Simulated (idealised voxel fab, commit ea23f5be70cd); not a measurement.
The process module that follows is named voxel lift off.
We display cut, a cross-section 185 nm in width whose square cells are each 5 nm.
A cross-section is a grid of square cells, given in bands from the top down. A band is one or more rows of cells. Top height, bottom height, nm. Materials left to right, width each, nm. Single material + "edge to edge" = fills band edge to edge. "empty" = empty. It should be noted that heights are counted from 0, beneath which the wafer as supplied is of one material throughout, and that the lowest band possesses no lower boundary but continues downward, as written in "top 0, no bottom". With a width like "30..40", each row of cells in the band differs from the next by the same amount, the top row carrying the first number and the bottom row the second. "no change occurred" (step): cross-section cells unchanged, all of them. The label "Trapped cavities" introduces a list of the empty spaces, 8 cells or larger, that have no open way up to the top; each entry in it reads width x height at distance, where the distance is taken from the left edge and all three are stated in nm. Heads up: the bit after the settings on a step's line is the simulator's remark on that step. "overlay nm" on a masked step: distance the mask lay right of its planned place, negative for left.

Here's what the planned process steps look like
1: RECEIVE | material Si
2: CONFORMAL_DEP | material SiN | thk nm 10
3: PATTERN | tone open | mask id LINES | material resist | width nm 20 | pitch nm 40 | thk nm 20 | overlay nm 0
4: DIRECTIONAL_DEP | material Ru | thk nm 5
5: STRIP | etch materials resist
6: CONFORMAL_DEP | material SiN | thk nm 10

First of two wafers: run as planned

Incoming wafer, cross-sectional view, post step 1
> top 0, no bottom  Si edge to edge
> Trapped cavities: none

Once step 2 is through, the wafer looks like this in cross-section
> top 10, bottom 0  SiN edge to edge
> Heights below 0 show no change.

Once step 3 is through, the wafer looks like this in cross-section
> top 30, bottom 10  resist: 60; empty: 20; resist: 20; empty: 20; resist: 65
> Heights below 10 show no change.

Once step 4 is through, the wafer looks like this in cross-section
> top 35, bottom 30  Ru: 60; empty: 20; Ru: 20; empty: 20; Ru: 65
> top 30, bottom 15  resist: 60; empty: 20; resist: 20; empty: 20; resist: 65
> top 15, bottom 10  resist: 60; Ru: 20; resist: 20; Ru: 20; resist: 65
> Heights below 10 show no change.

Once step 5 is through, the wafer looks like this in cross-section
> top 15, bottom 10  empty: 60; Ru: 20; empty: 20; Ru: 20; empty: 65
> Heights below 10 show no change.

Once step 6 is through, the wafer looks like this in cross-section
> top 25, bottom 20  empty: 50; SiN: 80; empty: 55
> top 20, bottom 15  SiN edge to edge
> top 15, bottom 10  SiN: 60; Ru: 20; SiN: 20; Ru: 20; SiN: 65
> Heights below 10 show no change.

Wafer two. Same start, same plan, one slip in execution. Same as wafer one through step 1, inclusive

When step 2 should have ended
> top 5, bottom 0  SiN edge to edge
> Heights below 0 show no change.

When step 3 should have ended
> top 25, bottom 5  resist: 60; empty: 20; resist: 20; empty: 20; resist: 65
> Heights below 5 show no change.

When step 4 should have ended
> top 30, bottom 25  Ru: 60; empty: 20; Ru: 20; empty: 20; Ru: 65
> top 25, bottom 10  resist: 60; empty: 20; resist: 20; empty: 20; resist: 65
> top 10, bottom 5  resist: 60; Ru: 20; resist: 20; Ru: 20; resist: 65
> Heights below 5 show no change.

When step 5 should have ended
> top 10, bottom 5  empty: 60; Ru: 20; empty: 20; Ru: 20; empty: 65
> Heights below 5 show no change.

When step 6 should have ended
> top 20, bottom 15  empty: 50; SiN: 80; empty: 55
> top 15, bottom 10  SiN edge to edge
> top 10, bottom 5  SiN: 60; Ru: 20; SiN: 20; Ru: 20; SiN: 65
> Heights below 5 show no change.
In executing the process, a mistake was made relative to the plan: step 2 ran as: CONFORMAL_DEP | material SiN | thk nm 5
Upon completion, the second wafer contains, in terms of cells, a greater or smaller amount of certain materials than the first wafer: 37 fewer of SiN
